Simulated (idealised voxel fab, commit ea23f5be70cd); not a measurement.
process module | voxel transistor to metal
cross-section cut | 155 nm wide | cells 5 nm
A cross-section is a grid of square cells, given in bands from the top down. A band is one or more rows of cells.
Each band's line starts with the height of the band's top and of its bottom, in nm. Then come its materials from left to right, each with its width in nm. One material with "throughout" fills the band from edge to edge. "air" is empty space.
Height 0 is the level under which the wafer as received is all one material. The lowest band goes on downwards, as in "0 down".
A width such as "30 to 40" changes by the same amount from each row of cells to the next, from the band's top row to its bottom row.
"no change" after a step means that no cell of the cross-section changed.
closed voids: empty space of 8 cells or more with no open way to the top, each as width x height at its distance from the left edge, in nm
after a step's settings: what the simulator itself notes on the step
overlay nm, on a step with a mask: how far to the right of its planned place the mask lay; to the left if negative
plan
1 op RECEIVE | material Si
2 op CONFORMAL_DEP | material SiO2 | thk nm 5
3 op CONFORMAL_DEP | material SiN | thk nm 10
4 op PATTERN | tone cover | mask id ACTIVE | material resist | width nm 100 | thk nm 20 | overlay nm 0
5 op DIRECTIONAL_ETCH | etch materials SiN | depth nm 10
6 op DIRECTIONAL_ETCH | etch materials SiO2 | depth nm 5
7 op DIRECTIONAL_ETCH | etch materials Si | depth nm 25
8 op STRIP | etch materials resist
9 op OXIDIZE | depth nm 5
10 op FILL_DEP | material SiO2 | thk nm 5
11 op CMP | height nm 15
12 op SELECTIVE_ETCH | etch materials SiO2 | depth nm 5
13 op STRIP | etch materials SiN
14 op SELECTIVE_ETCH | etch materials SiO2 | depth nm 5
15 op OXIDIZE | depth nm 5
16 op DIRECTIONAL_DEP | material polySi | thk nm 30
17 op DIRECTIONAL_DEP | material SiCN | thk nm 15
18 op MASKED_ETCH | tone cover | mask id GATE | width nm 20 | etch materials SiCN | depth nm 25 | overlay nm 0
19 op MASKED_ETCH | tone cover | mask id GATE | width nm 20 | etch materials polySi | depth nm 40 | overlay nm 0
20 op CONFORMAL_DEP | material SiN | thk nm 10
21 op DIRECTIONAL_ETCH | etch materials SiN | depth nm 10
22 op DIRECTIONAL_ETCH | etch materials SiO2 | depth nm 5
23 op EPI | material SiGe | thk nm 5
24 op FILL_DEP | material SiO2 | thk nm 10
25 op CMP | height nm 45
26 op DIRECTIONAL_DEP | material SiO2 | thk nm 10
27 op PATTERN | tone open | mask id CONTACT | material resist | width nm 15 | pitch nm 65 | thk nm 20 | overlay nm 0
28 op DIRECTIONAL_ETCH | etch materials SiO2 | depth nm 55
29 op STRIP | etch materials resist
30 op CONFORMAL_DEP | material TiN | thk nm 5
31 op FILL_DEP | material W | thk nm 5
32 op CMP | height nm 55
33 op DIRECTIONAL_DEP | material TiN | thk nm 5
34 op DIRECTIONAL_DEP | material Ru | thk nm 20
35 op PATTERN | tone cover | mask id METAL_1 | material resist | width nm 15 | pitch nm 65 | thk nm 20 | overlay nm 0
36 op DIRECTIONAL_ETCH | etch materials Ru | depth nm 20
37 op DIRECTIONAL_ETCH | etch materials TiN | depth nm 5
38 op STRIP | etch materials resist
39 op FILL_DEP | material SiO2 | thk nm 10
40 op CMP | height nm 80
41 op CONFORMAL_DEP | material SiCN | thk nm 5
42 op DIRECTIONAL_DEP | material lowk | thk nm 25
43 op DIRECTIONAL_DEP | material aC | thk nm 10
44 op PATTERN | tone open | mask id METAL_2 | material resist | width nm 15 | pitch nm 65 | thk nm 30 | overlay nm 0
45 op DIRECTIONAL_ETCH | etch materials aC | depth nm 10
46 op STRIP | etch materials resist
47 op DIRECTIONAL_ETCH | etch materials lowk | depth nm 15
48 op STRIP | etch materials aC
49 op MASKED_ETCH | tone open | mask id METAL_2_HOLES | width nm 15 | pitch nm 65 | etch materials lowk | depth nm 10 | overlay nm 0
50 op MASKED_ETCH | tone open | mask id METAL_2_HOLES | width nm 15 | pitch nm 65 | etch materials SiCN | depth nm 5 | overlay nm 0
51 op CONFORMAL_DEP | material TiN | thk nm 5
52 op FILL_DEP | material Cu | thk nm 10
53 op CMP | height nm 110
54 op CONFORMAL_DEP | material SiN | thk nm 5
as received, after step 1
  0 down: Si throughout
  closed voids: none
first wafer at the end, as planned
  115 to 110: SiN throughout
  110 to 85: lowk 35 | TiN 5 | Cu 5 | TiN 5 | lowk 50 | TiN 5 | Cu 5 | TiN 5 | lowk 40
  85 to 80: SiCN 35 | TiN 15 | SiCN 50 | TiN 15 | SiCN 40
  80 to 60: SiO2 35 | Ru 15 | SiO2 50 | Ru 15 | SiO2 40
  60 to 55: SiO2 35 | TiN 15 | SiO2 50 | TiN 15 | SiO2 40
  55 to 45: SiO2 35 | TiN 5 | W 5 | TiN 5 | SiO2 50 | TiN 5 | W 5 | TiN 5 | SiO2 40
  45 to 30: SiO2 35 | TiN 5 | W 5 | TiN 5 | SiO2 5 | SiN 10 | SiCN 20 | SiN 10 | SiO2 5 | TiN 5 | W 5 | TiN 5 | SiO2 40
  30 to 5: SiO2 35 | TiN 5 | W 5 | TiN 5 | SiO2 5 | SiN 10 | polySi 20 | SiN 10 | SiO2 5 | TiN 5 | W 5 | TiN 5 | SiO2 40
  5 to 0: SiO2 20 | SiN 10 | SiO2 5 | TiN 15 | SiO2 5 | SiN 10 | polySi 20 | SiN 10 | SiO2 5 | TiN 15 | SiO2 5 | SiN 10 | SiO2 25
  0 to -5: SiO2 30 | SiGe 25 | SiO2 40 | SiGe 25 | SiO2 35
  -5 to -30: SiO2 30 | Si 90 | SiO2 35
  -30 down: Si throughout
  closed voids: none
second wafer at the end: like start, like plan, one mistake
  115 to 110: SiN throughout
  110 to 85: lowk 35 | TiN 5 | Cu 5 | TiN 5 | lowk 50 | TiN 5 | Cu 5 | TiN 5 | lowk 40
  85 to 80: SiCN 35 | TiN 15 | SiCN 50 | TiN 15 | SiCN 40
  80 to 60: Ru 35 | SiO2 15 | Ru 50 | SiO2 15 | Ru 40
  60 to 55: TiN 35 | SiO2 15 | TiN 50 | SiO2 15 | TiN 40
  55 to 45: SiO2 35 | TiN 5 | W 5 | TiN 5 | SiO2 50 | TiN 5 | W 5 | TiN 5 | SiO2 40
  45 to 30: SiO2 35 | TiN 5 | W 5 | TiN 5 | SiO2 5 | SiN 10 | SiCN 20 | SiN 10 | SiO2 5 | TiN 5 | W 5 | TiN 5 | SiO2 40
  30 to 5: SiO2 35 | TiN 5 | W 5 | TiN 5 | SiO2 5 | SiN 10 | polySi 20 | SiN 10 | SiO2 5 | TiN 5 | W 5 | TiN 5 | SiO2 40
  5 to 0: SiO2 20 | SiN 10 | SiO2 5 | TiN 15 | SiO2 5 | SiN 10 | polySi 20 | SiN 10 | SiO2 5 | TiN 15 | SiO2 5 | SiN 10 | SiO2 25
  0 to -5: SiO2 30 | SiGe 25 | SiO2 40 | SiGe 25 | SiO2 35
  -5 to -30: SiO2 30 | Si 90 | SiO2 35
  -30 down: Si throughout
  closed voids: none
what went wrong: step 35 ran as: op PATTERN | tone open | mask id METAL_1 | material resist | width nm 15 | pitch nm 65 | thk nm 20 | overlay nm 0
at the end the second wafer has, in cells: 76 more of Ru | 95 fewer of SiO2 | 19 more of TiN
